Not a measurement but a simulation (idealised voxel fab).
The process module presented herein is designated voxel gate over fins.
Cross-section cut spans 250 nm and uses square cells 5 nm in size.
Bands, listed from the top down, are how a cross-section gets written in this document; the cross-section itself is a grid of square cells, and a band is one or more rows of them. Band: top height; bottom height; in nm. Then, left to right: material with width in nm, for each material. "edge to edge": a single material spanning edge to edge. "air": empty space. Zero point of the height axis is 0; under it, received wafer = one material. Lowest band: continues down indefinitely, "0 nm and below". Top row gets the first number, bottom row gets the second, and each row in between changes by the same step: that is how a band width like "30..40" works. Basically "remains unaltered" means that step didn't change any cell in the cross-section. Heads up: "Sealed internal cavities" only lists the empty pockets with no open path to the top that are 8 cells or more, and it writes them as width x height at distance, distance from the left edge, in nm. If you see something after the settings on a step's line, that's the simulator's own remark about that step. The optional step-line setting "overlay nm" applies to steps with a mask and quantifies how far to the right of its planned location the mask lay, a negative value indicating leftward placement.

-- So here's the lineup of process steps we planned
1: op RECEIVE | material Si
2: op CONFORMAL_DEP | material SiN | thk nm 5
3: op PATTERN | tone cover | mask id FINS | material resist | width nm 15 | pitch nm 35 | thk nm 20 | overlay nm 0
4: op DIRECTIONAL_ETCH | etch materials SiN | depth nm 5
5: op DIRECTIONAL_ETCH | etch materials Si | depth nm 30
6: op STRIP | etch materials resist
7: op FILL_DEP | material SiO2 | thk nm 10
8: op CMP | height nm 5
9: op SELECTIVE_ETCH | etch materials SiO2 | depth nm 15
10: op STRIP | etch materials SiN
11: op CONFORMAL_DEP | material HfO2 | thk nm 5
12: op CONFORMAL_DEP | material TiN | thk nm 5
13: op FILL_DEP | material W | thk nm 15
14: op CMP | height nm 20
15: op CONFORMAL_DEP | material SiN | thk nm 5

-- Cross-section of the wafer at receipt, which is the condition after step 1
* 0 nm and below | Si edge to edge
* Sealed internal cavities: none

-- Starting wafer: above. Plan: above. Run: one mistake. Cross-section after the module: below
* 25 nm to 20 nm | SiN edge to edge
* 20 nm to 5 nm | W edge to edge
* 5 nm to 0 nm | 75 nm W | 25 nm TiN | 10 nm W | 25 nm TiN | 10 nm W | 25 nm TiN | 80 nm W
* 0 nm to -5 nm | 75 nm W | 5 nm TiN | 15 nm Si | 5 nm TiN | 10 nm W | 5 nm TiN | 15 nm Si | 5 nm TiN | 10 nm W | 5 nm TiN | 15 nm Si | 5 nm TiN | 80 nm W
* -5 nm to -10 nm | 80 nm TiN | 15 nm Si | 20 nm TiN | 15 nm Si | 20 nm TiN | 15 nm Si | 85 nm TiN
* -10 nm to -30 nm | 80 nm SiO2 | 15 nm Si | 20 nm SiO2 | 15 nm Si | 20 nm SiO2 | 15 nm Si | 85 nm SiO2
* -30 nm and below | Si edge to edge
* Sealed internal cavities: none
Here's what went sideways: step 11 of the plan was jumped over and never run
